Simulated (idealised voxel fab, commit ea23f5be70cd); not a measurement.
Herein follows the process module entitled voxel ribs on slabs.
Cross-section cut: width 260 nm, square cells of 5 nm.
Cross-section = grid of square cells, listed top down in bands; band = one or more rows.
Within each band entry, the heights of the top and of the bottom of the band appear first, in that order and in nm; the materials of the band then follow from left to right, each with its corresponding width in nm. The designation "everywhere" on a single material indicates that it fills the band from edge to edge; the designation "empty" indicates empty space.
Height reference: 0 = level under which incoming wafer is all one material. Lowest band: no bottom, runs on downward, e.g. "from 0 down".
Top row gets the first number, bottom row gets the second, and each row in between changes by the same step: that is how a band width like "30 to 40" works.
"nothing changed" for a step: no cell of the cross-section changed in that step.
Closed-off voids of 8+ cells (no open route to the top) go in "Tabulated closed voids", written width x height at distance from the left edge, in nm.
It should be noted that, on the line of a given step, the content following the step's settings is a remark produced by the simulator itself with respect to that step.
Regarding "overlay nm": on a step with a mask, it is the distance the mask lay to the right of its planned place; a negative value places it to the left.
The process steps that were planned are listed below
1. RECEIVE | material Si
2. DIRECTIONAL_DEP | material SiO2 | thk nm 20
3. DIRECTIONAL_DEP | material SiN | thk nm 15
4. PATTERN | tone cover | mask id RIB | material resist | width nm 15 | thk nm 15 | overlay nm 0
5. DIRECTIONAL_ETCH | etch materials SiN | depth nm 5
6. STRIP | etch materials resist
7. DIRECTIONAL_DEP | material aC | thk nm 10
8. PATTERN | tone cover | mask id SLAB | material resist | width nm 65 | thk nm 30 | overlay nm 0
9. DIRECTIONAL_ETCH | etch materials aC | depth nm 10
10. STRIP | etch materials resist
11. DIRECTIONAL_ETCH | etch materials SiN | depth nm 10
12. STRIP | etch materials aC
13. FILL_DEP | material SiO2 | thk nm 15
14. CMP | height nm 45
15. DIRECTIONAL_DEP | material TiN | thk nm 5
16. DIRECTIONAL_DEP | material aC | thk nm 10
17. PATTERN | tone cover | mask id HEATER | material resist | width nm 25 | thk nm 25 | overlay nm 0
18. DIRECTIONAL_ETCH | etch materials aC | depth nm 10
19. STRIP | etch materials resist
20. DIRECTIONAL_ETCH | etch materials TiN | depth nm 5
21. STRIP | etch materials aC
22. CONFORMAL_DEP | material SiO2 | thk nm 10
On the first of the two wafers: run conducted according to plan
Shown in cross-section is the wafer as received, that is, as it stands after step 1
  from 0 down: Si everywhere
  Tabulated closed voids: none
The wafer in cross-section once step 2 is complete
  from 20 to 0: SiO2 everywhere
  Whatever lies below 0 is exactly as it was before.
The wafer in cross-section once step 3 is complete
  from 35 to 20: SiN everywhere
  Whatever lies below 20 is exactly as it was before.
The wafer in cross-section once step 4 is complete
  from 50 to 35: 120 of empty; 15 of resist; 125 of empty
  Whatever lies below 35 is exactly as it was before.
The wafer in cross-section once step 5 is complete
  from 50 to 35: 120 of empty; 15 of resist; 125 of empty
  from 35 to 30: 120 of empty; 15 of SiN; 125 of empty
  Whatever lies below 30 is exactly as it was before.
The wafer in cross-section once step 6 is complete
  from 35 to 30: 120 of empty; 15 of SiN; 125 of empty
  Whatever lies below 30 is exactly as it was before.
The wafer in cross-section once step 7 is complete
  from 45 to 40: 120 of empty; 15 of aC; 125 of empty
  from 40 to 35: aC everywhere
  from 35 to 30: 120 of aC; 15 of SiN; 125 of aC
  Whatever lies below 30 is exactly as it was before.
The wafer in cross-section once step 8 is complete
  from 75 to 45: 95 of empty; 65 of resist; 100 of empty
  from 45 to 40: 95 of empty; 25 of resist; 15 of aC; 25 of resist; 100 of empty
  Whatever lies below 40 is exactly as it was before.
The wafer in cross-section once step 9 is complete
  from 65 to 45: 95 of empty; 65 of resist; 100 of empty
  from 45 to 40: 95 of empty; 25 of resist; 15 of aC; 25 of resist; 100 of empty
  from 40 to 35: 95 of empty; 65 of aC; 100 of empty
  from 35 to 30: 95 of empty; 25 of aC; 15 of SiN; 25 of aC; 100 of empty
  Whatever lies below 30 is exactly as it was before.
The wafer in cross-section once step 10 is complete
  from 45 to 35: 120 to 95 of empty; 15 to 65 of aC; 125 to 100 of empty
  Whatever lies below 35 is exactly as it was before.
The wafer in cross-section once step 11 is complete
  from 45 to 35: 120 to 95 of empty; 15 to 65 of aC; 125 to 100 of empty
  from 35 to 30: 95 of empty; 25 of aC; 15 of SiN; 25 of aC; 100 of empty
  from 30 to 20: 95 of empty; 65 of SiN; 100 of empty
  Whatever lies below 20 is exactly as it was before.
The wafer in cross-section once step 12 is complete
  from 35 to 30: 120 of empty; 15 of SiN; 125 of empty
  Whatever lies below 30 is exactly as it was before.
The wafer in cross-section once step 13 is complete
  from 50 to 35: SiO2 everywhere
  from 35 to 30: 120 of SiO2; 15 of SiN; 125 of SiO2
  from 30 to 20: 95 of SiO2; 65 of SiN; 100 of SiO2
  Whatever lies below 20 is exactly as it was before.
The wafer in cross-section once step 14 is complete
  from 45 to 35: SiO2 everywhere
  Whatever lies below 35 is exactly as it was before.
The wafer in cross-section once step 15 is complete
  from 50 to 45: TiN everywhere
  Whatever lies below 45 is exactly as it was before.
The wafer in cross-section once step 16 is complete
  from 60 to 50: aC everywhere
  Whatever lies below 50 is exactly as it was before.
The wafer in cross-section once step 17 is complete
  from 85 to 60: 115 of empty; 25 of resist; 120 of empty
  Whatever lies below 60 is exactly as it was before.
The wafer in cross-section once step 18 is complete
  from 75 to 60: 115 of empty; 25 of resist; 120 of empty
  from 60 to 50: 115 of empty; 25 of aC; 120 of empty
  Whatever lies below 50 is exactly as it was before.
The wafer in cross-section once step 19 is complete
  from 60 to 50: 115 of empty; 25 of aC; 120 of empty
  Whatever lies below 50 is exactly as it was before.
The wafer in cross-section once step 20 is complete
  from 60 to 50: 115 of empty; 25 of aC; 120 of empty
  from 50 to 45: 115 of empty; 25 of TiN; 120 of empty
  Whatever lies below 45 is exactly as it was before.
The wafer in cross-section once step 21 is complete
  from 50 to 45: 115 of empty; 25 of TiN; 120 of empty
  Whatever lies below 45 is exactly as it was before.
The wafer in cross-section once step 22 is complete
  from 60 to 55: 105 of empty; 45 of SiO2; 110 of empty
  from 55 to 50: SiO2 everywhere
  from 50 to 45: 115 of SiO2; 25 of TiN; 120 of SiO2
  Whatever lies below 45 is exactly as it was before.
Second of two: same start, same plan, one run error; steps up to and including 14 match the first
Second wafer shown in cross-section at the time step 15 was slated to end
  from 60 to 45: TiN everywhere
  Whatever lies below 45 is exactly as it was before.
Second wafer shown in cross-section at the time step 16 was slated to end
  from 70 to 60: aC everywhere
  Whatever lies below 60 is exactly as it was before.
Second wafer shown in cross-section at the time step 17 was slated to end
  from 95 to 70: 115 of empty; 25 of resist; 120 of empty
  Whatever lies below 70 is exactly as it was before.
Second wafer shown in cross-section at the time step 18 was slated to end
  from 85 to 70: 115 of empty; 25 of resist; 120 of empty
  from 70 to 60: 115 of empty; 25 of aC; 120 of empty
  Whatever lies below 60 is exactly as it was before.
Second wafer shown in cross-section at the time step 19 was slated to end
  from 70 to 60: 115 of empty; 25 of aC; 120 of empty
  Whatever lies below 60 is exactly as it was before.
Second wafer shown in cross-section at the time step 20 was slated to end
  from 70 to 60: 115 of empty; 25 of aC; 120 of empty
  from 60 to 55: 115 of empty; 25 of TiN; 120 of empty
  Whatever lies below 55 is exactly as it was before.
Second wafer shown in cross-section at the time step 21 was slated to end
  from 60 to 55: 115 of empty; 25 of TiN; 120 of empty
  Whatever lies below 55 is exactly as it was before.
Second wafer shown in cross-section at the time step 22 was slated to end
  from 70 to 65: 105 of empty; 45 of SiO2; 110 of empty
  from 65 to 60: SiO2 everywhere
  from 60 to 55: 115 of SiO2; 25 of TiN; 120 of SiO2
  Whatever lies below 55 is exactly as it was before.
what went wrong: step 15 ran differently from the plan; actual operation with settings: DIRECTIONAL_DEP | material TiN | thk nm 15
The closing comparison, in cells, has the second wafer with more or fewer of some materials than the first: TiN: 104 more
